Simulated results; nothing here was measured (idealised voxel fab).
Process module under the name voxel transistor to metal
Each square cell in cross-section cut measures 5 nm, and the section as a whole is 295 nm wide.
Reading order for cross-sections: top band down to bottom band. Underlying form: a grid of square cells. Band size: one or more rows of cells. Per band: top height and bottom height in nm, followed by the left-to-right materials and their widths in nm; "edge to edge" marks a single material spanning edge to edge, "air" marks empty space. Basically, 0 is our baseline, since under it the wafer straight out of the box is all one material. The bottom band has no lower end and keeps on going down, so it looks like "top 0, no bottom". It should be noted that a width expressed as "30..40" varies in equal increments from row to row of cells within the band, taking the value of the first number at the top row and that of the second number at the bottom row. Step marked "all unchanged"? Then no cell in the cross-section changed in it. Empty spaces counting at least 8 cells and having no open way to the top are listed in "Sealed void list". The notation width x height at distance is used for each, the distance being from the left edge and all three values in nm. On a step's line, text after the settings is the simulator commenting on that step. Steps that use a mask can have "overlay nm" on their line. It says how far the mask sat to the right of where it was meant to be. Negative means to the left.

## These are the steps we planned for the process
1. RECEIVE with material Si
2. OXIDIZE with depth nm 5
3. CONFORMAL_DEP with material SiN, thk nm 10
4. MASKED_ETCH with tone cover, mask id ACTIVE, width nm 90, pitch nm 110, etch materials SiN, depth nm 10, overlay nm 0
5. MASKED_ETCH with tone cover, mask id ACTIVE, width nm 90, pitch nm 110, etch materials SiO2, depth nm 5, overlay nm 0
6. MASKED_ETCH with tone cover, mask id ACTIVE, width nm 90, pitch nm 110, etch materials Si, depth nm 25, overlay nm 0
7. FILL_DEP with material SiO2, thk nm 15
8. CMP with height nm 10
9. SELECTIVE_ETCH with etch materials SiO2, depth nm 10
10. STRIP with etch materials SiN
11. SELECTIVE_ETCH with etch materials SiO2, depth nm 5
12. OXIDIZE with depth nm 5
13. DIRECTIONAL_DEP with material polySi, thk nm 25
14. DIRECTIONAL_DEP with material SiCN, thk nm 10
15. MASKED_ETCH with tone cover, mask id GATE, width nm 20, pitch nm 110, etch materials SiCN, depth nm 20, overlay nm 0
16. MASKED_ETCH with tone cover, mask id GATE, width nm 20, pitch nm 110, etch materials polySi, depth nm 35, overlay nm 0
17. CONFORMAL_DEP with material SiO2, thk nm 5
18. DIRECTIONAL_ETCH with etch materials SiO2, depth nm 5
19. CONFORMAL_DEP with material SiN, thk nm 10
20. DIRECTIONAL_ETCH with etch materials SiN, depth nm 10
21. DIRECTIONAL_ETCH with etch materials SiO2, depth nm 5
22. DIRECTIONAL_ETCH with etch materials Si, depth nm 5
23. EPI with material SiGe, thk nm 10
24. FILL_DEP with material SiO2, thk nm 5
25. CMP with height nm 30
26. DIRECTIONAL_DEP with material SiO2, thk nm 10
27. PATTERN with tone open, mask id CONTACT, material resist, width nm 15, thk nm 20, overlay nm 0
28. DIRECTIONAL_ETCH with etch materials SiO2, depth nm 45
29. STRIP with etch materials resist
30. CONFORMAL_DEP with material TiN, thk nm 5
31. FILL_DEP with material W, thk nm 5
32. CMP with height nm 40
33. DIRECTIONAL_DEP with material TiN, thk nm 5
34. DIRECTIONAL_DEP with material Ru, thk nm 25
35. MASKED_ETCH with tone cover, mask id METAL_1, width nm 15, etch materials Ru, depth nm 25, overlay nm 0
36. MASKED_ETCH with tone cover, mask id METAL_1, width nm 15, etch materials TiN, depth nm 5, overlay nm 0
37. FILL_DEP with material SiO2, thk nm 5
38. CMP with height nm 70
39. CONFORMAL_DEP with material SiCN, thk nm 5
40. DIRECTIONAL_DEP with material SiO2, thk nm 30
41. DIRECTIONAL_DEP with material aC, thk nm 10
42. PATTERN with tone open, mask id METAL_2, material resist, width nm 15, pitch nm 110, thk nm 25, overlay nm 0
43. DIRECTIONAL_ETCH with etch materials aC, depth nm 10
44. STRIP with etch materials resist
45. DIRECTIONAL_ETCH with etch materials SiO2, depth nm 15
46. STRIP with etch materials aC
47. MASKED_ETCH with tone open, mask id METAL_2_HOLES, width nm 15, pitch nm 110, etch materials SiO2, depth nm 15, overlay nm 0
48. MASKED_ETCH with tone open, mask id METAL_2_HOLES, width nm 15, pitch nm 110, etch materials SiCN, depth nm 5, overlay nm 0
49. CONFORMAL_DEP with material TiN, thk nm 5
50. FILL_DEP with material Ru, thk nm 10
51. CMP with height nm 105
52. CONFORMAL_DEP with material SiN, thk nm 5

## Step 1 complete: cross-section of the wafer as received
- top 0, no bottom: Si edge to edge
- Sealed void list: none

## As-planned run: cross-section of the first of two wafers at end of module
- top 110, bottom 105: SiN edge to edge
- top 105, bottom 75: 50 of SiO2, then 5 of TiN, then 5 of Ru, then 5 of TiN, then 95 of SiO2, then 5 of TiN, then 5 of Ru, then 5 of TiN, then 120 of SiO2
- top 75, bottom 70: 50 of SiCN, then 15 of TiN, then 95 of SiCN, then 15 of TiN, then 120 of SiCN
- top 70, bottom 45: 50 of SiO2, then 15 of Ru, then 50 of SiO2, then 15 of Ru, then 30 of SiO2, then 15 of Ru, then 50 of SiO2, then 15 of Ru, then 55 of SiO2
- top 45, bottom 40: 50 of SiO2, then 15 of TiN, then 50 of SiO2, then 15 of TiN, then 30 of SiO2, then 15 of TiN, then 50 of SiO2, then 15 of TiN, then 55 of SiO2
- top 40, bottom 30: 50 of SiO2, then 5 of TiN, then 5 of W, then 5 of TiN, then 50 of SiO2, then 5 of TiN, then 5 of W, then 5 of TiN, then 30 of SiO2, then 5 of TiN, then 5 of W, then 5 of TiN, then 50 of SiO2, then 5 of TiN, then 5 of W, then 5 of TiN, then 55 of SiO2
- top 30, bottom 20: 50 of SiO2, then 5 of TiN, then 5 of W, then 5 of TiN, then 10 of SiN, then 5 of SiO2, then 20 of SiCN, then 5 of SiO2, then 10 of SiN, then 5 of TiN, then 5 of W, then 5 of TiN, then 30 of SiO2, then 5 of TiN, then 5 of W, then 5 of TiN, then 10 of SiN, then 5 of SiO2, then 20 of SiCN, then 5 of SiO2, then 10 of SiN, then 5 of TiN, then 5 of W, then 5 of TiN, then 55 of SiO2
- top 20, bottom 5: 50 of SiO2, then 5 of TiN, then 5 of W, then 5 of TiN, then 10 of SiN, then 5 of SiO2, then 20 of polySi, then 5 of SiO2, then 10 of SiN, then 5 of TiN, then 5 of W, then 5 of TiN, then 30 of SiO2, then 5 of TiN, then 5 of W, then 5 of TiN, then 10 of SiN, then 5 of SiO2, then 20 of polySi, then 5 of SiO2, then 10 of SiN, then 5 of TiN, then 5 of W, then 5 of TiN, then 55 of SiO2
- top 5, bottom 0: 50 of SiO2, then 15 of TiN, then 10 of SiN, then 5 of SiO2, then 20 of polySi, then 5 of SiO2, then 10 of SiN, then 15 of TiN, then 30 of SiO2, then 15 of TiN, then 10 of SiN, then 5 of SiO2, then 20 of polySi, then 5 of SiO2, then 10 of SiN, then 15 of TiN, then 55 of SiO2
- top 0, bottom -5: 50 of SiO2, then 5 of TiN, then 10 of SiGe, then 10 of SiN, then 5 of SiO2, then 20 of polySi, then 5 of SiO2, then 10 of SiN, then 10 of SiGe, then 5 of TiN, then 30 of SiO2, then 5 of TiN, then 10 of SiGe, then 10 of SiN, then 5 of SiO2, then 20 of polySi, then 5 of SiO2, then 10 of SiN, then 10 of SiGe, then 5 of TiN, then 55 of SiO2
- top -5, bottom -10: 40 of SiO2, then 25 of SiGe, then 50 of SiO2, then 25 of SiGe, then 10 of SiO2, then 25 of SiGe, then 50 of SiO2, then 25 of SiGe, then 45 of SiO2
- top -10, bottom -15: 45 of SiO2, then 20 of SiGe, then 50 of Si, then 20 of SiGe, then 20 of SiO2, then 20 of SiGe, then 50 of Si, then 20 of SiGe, then 50 of SiO2
- top -15, bottom -30: 45 of SiO2, then 90 of Si, then 20 of SiO2, then 90 of Si, then 50 of SiO2
- top -30, no bottom: Si edge to edge
- Sealed void list: none

## This cross-section belongs to the second wafer of two at the end of the module; the start and the plan were shared with the first, and the run included one mistake
- top 110, bottom 105: SiN edge to edge
- top 105, bottom 75: 50 of SiO2, then 5 of TiN, then 5 of Ru, then 5 of TiN, then 95 of SiO2, then 5 of TiN, then 5 of Ru, then 5 of TiN, then 120 of SiO2
- top 75, bottom 70: 50 of SiCN, then 15 of TiN, then 95 of SiCN, then 15 of TiN, then 120 of SiCN
- top 70, bottom 45: 50 of SiO2, then 15 of Ru, then 50 of SiO2, then 15 of Ru, then 30 of SiO2, then 15 of Ru, then 50 of SiO2, then 15 of Ru, then 55 of SiO2
- top 45, bottom 40: 50 of SiO2, then 15 of TiN, then 50 of SiO2, then 15 of TiN, then 30 of SiO2, then 15 of TiN, then 50 of SiO2, then 15 of TiN, then 55 of SiO2
- top 40, bottom 30: 50 of SiO2, then 5 of TiN, then 5 of W, then 5 of TiN, then 50 of SiO2, then 5 of TiN, then 5 of W, then 5 of TiN, then 30 of SiO2, then 5 of TiN, then 5 of W, then 5 of TiN, then 50 of SiO2, then 5 of TiN, then 5 of W, then 5 of TiN, then 55 of SiO2
- top 30, bottom 20: 50 of SiO2, then 5 of TiN, then 5 of W, then 5 of TiN, then 10 of SiN, then 5 of SiO2, then 20 of SiCN, then 5 of SiO2, then 10 of SiN, then 5 of TiN, then 5 of W, then 5 of TiN, then 30 of SiO2, then 5 of TiN, then 5 of W, then 5 of TiN, then 10 of SiN, then 5 of SiO2, then 20 of SiCN, then 5 of SiO2, then 10 of SiN, then 5 of TiN, then 5 of W, then 5 of TiN, then 55 of SiO2
- top 20, bottom 5: 50 of SiO2, then 5 of TiN, then 5 of W, then 5 of TiN, then 10 of SiN, then 5 of SiO2, then 20 of polySi, then 5 of SiO2, then 10 of SiN, then 5 of TiN, then 5 of W, then 5 of TiN, then 30 of SiO2, then 5 of TiN, then 5 of W, then 5 of TiN, then 10 of SiN, then 5 of SiO2, then 20 of polySi, then 5 of SiO2, then 10 of SiN, then 5 of TiN, then 5 of W, then 5 of TiN, then 55 of SiO2
- top 5, bottom 0: 50 of SiO2, then 15 of TiN, then 10 of SiN, then 5 of SiO2, then 20 of polySi, then 5 of SiO2, then 10 of SiN, then 15 of TiN, then 30 of SiO2, then 15 of TiN, then 10 of SiN, then 5 of SiO2, then 20 of polySi, then 5 of SiO2, then 10 of SiN, then 15 of TiN, then 55 of SiO2
- top 0, bottom -5: 50 of SiO2, then 5 of TiN, then 10 of SiGe, then 10 of SiN, then 5 of SiO2, then 20 of polySi, then 5 of SiO2, then 10 of SiN, then 10 of SiGe, then 5 of TiN, then 30 of SiO2, then 5 of TiN, then 10 of SiGe, then 10 of SiN, then 5 of SiO2, then 20 of polySi, then 5 of SiO2, then 10 of SiN, then 10 of SiGe, then 5 of TiN, then 55 of SiO2
- top -5, bottom -10: 40 of SiO2, then 25 of SiGe, then 50 of SiO2, then 25 of SiGe, then 10 of SiO2, then 25 of SiGe, then 50 of SiO2, then 25 of SiGe, then 45 of SiO2
- top -10, bottom -15: 45 of SiO2, then 20 of SiGe, then 50 of Si, then 20 of SiGe, then 20 of SiO2, then 20 of SiGe, then 50 of Si, then 20 of SiGe, then 50 of SiO2
- top -15, bottom -40: 45 of SiO2, then 90 of Si, then 20 of SiO2, then 90 of Si, then 50 of SiO2
- top -40, no bottom: Si edge to edge
- Sealed void list: none
In executing the process, a mistake was made relative to the plan: step 6 did not happen as planned, as run it was MASKED_ETCH with tone cover, mask id ACTIVE, width nm 90, pitch nm 110, etch materials Si, depth nm 35, overlay nm 0
End of process, cell counts, second wafer against first, materials with more or fewer: Si: 46 fewer; SiO2: 46 more
